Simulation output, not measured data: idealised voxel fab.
This is a process module. Its name is voxel gate over fins.
cross-section cut | 250 nm wide | cells 5 nm
Cross-section layout: square cells on a grid; listed as bands, top to bottom; a band spans one or more cell rows. Band: top height; bottom height; in nm. Then, left to right: material with width in nm, for each material. "edge to edge": a single material spanning edge to edge. "air": empty space. Beneath 0, the wafer as received is one material, and that level is where height counting begins. The lowest band goes on downward without a bottom; it is written like "0 nm and below". Per-row width for "30->40": begins at first number (top row of band), ends at second number (bottom row), increment between rows held constant. "no alterations made" for a step: no cell of the cross-section changed in that step. So "Voids, enclosed" is basically the list of trapped voids: any empty space of 8 cells or more that can't reach the top through an opening. They're written width x height at distance, the distance being from the left edge, and it's all nm. Whatever follows a step's settings on its line is a remark the simulator itself makes about that step. Among the settings permitted on a step's line is "overlay nm"; applied to a step with a mask, it specifies the extent to which the mask lay to the right of its planned position, whereas a negative figure signifies a position to the left.

So here's the lineup of process steps we planned:
1,RECEIVE: material Si
2,CONFORMAL_DEP: material SiN, thk nm 10
3,PATTERN: tone cover, mask id FINS, material resist, width nm 15, pitch nm 50, thk nm 20, overlay nm 0
4,DIRECTIONAL_ETCH: etch materials SiN, depth nm 10
5,DIRECTIONAL_ETCH: etch materials Si, depth nm 30
6,STRIP: etch materials resist
7,FILL_DEP: material SiO2, thk nm 5
8,CMP: height nm 10
9,MASKED_ETCH: tone open, mask id RAIL, width nm 15, etch materials SiO2, depth nm 35, overlay nm 0
10,CONFORMAL_DEP: material TiN, thk nm 5
11,FILL_DEP: material W, thk nm 10
12,CMP: height nm 10
13,SELECTIVE_ETCH: etch materials W Ru TiN, depth nm 30
14,FILL_DEP: material SiO2, thk nm 5
15,CMP: height nm 10
16,SELECTIVE_ETCH: etch materials SiO2, depth nm 25
17,STRIP: etch materials SiN
18,CONFORMAL_DEP: material HfO2, thk nm 5
19,CONFORMAL_DEP: material TiN, thk nm 5
20,CONFORMAL_DEP: material TiAl, thk nm 5
21,CONFORMAL_DEP: material TiN, thk nm 5
22,FILL_DEP: material W, thk nm 15
23,CMP: height nm 30
24,CONFORMAL_DEP: material SiCN, thk nm 5
Don't read the plan's width nm for step 3 as applying to every wafer: that's the first wafer's value, and the wafers differ in it, though they all start identical.

First of several wafers (as received, post step 1), cross-sectional view:
  0 nm and below | Si edge to edge
  Voids, enclosed: none

Every row in this table is a wafer at the end of the module, and it gives, for each of the materials, the cells that wafer has gained (+) or lost (-) since it was received, then its closed voids:
width nm 15; +68 HfO2; -246 Si; +50 SiCN; +120 SiO2; +68 TiAl; +133 TiN; +157 W; Voids, enclosed: none
width nm 20; +68 HfO2; -228 Si; +50 SiCN; +111 SiO2; +68 TiAl; +127 TiN; +154 W; Voids, enclosed: none
width nm 25; +68 HfO2; -210 Si; +50 SiCN; +102 SiO2; +62 TiAl; +127 TiN; +151 W; Voids, enclosed: none
width nm 30; +68 HfO2; -192 Si; +50 SiCN; +93 SiO2; +56 TiAl; +127 TiN; +148 W; Voids, enclosed: none
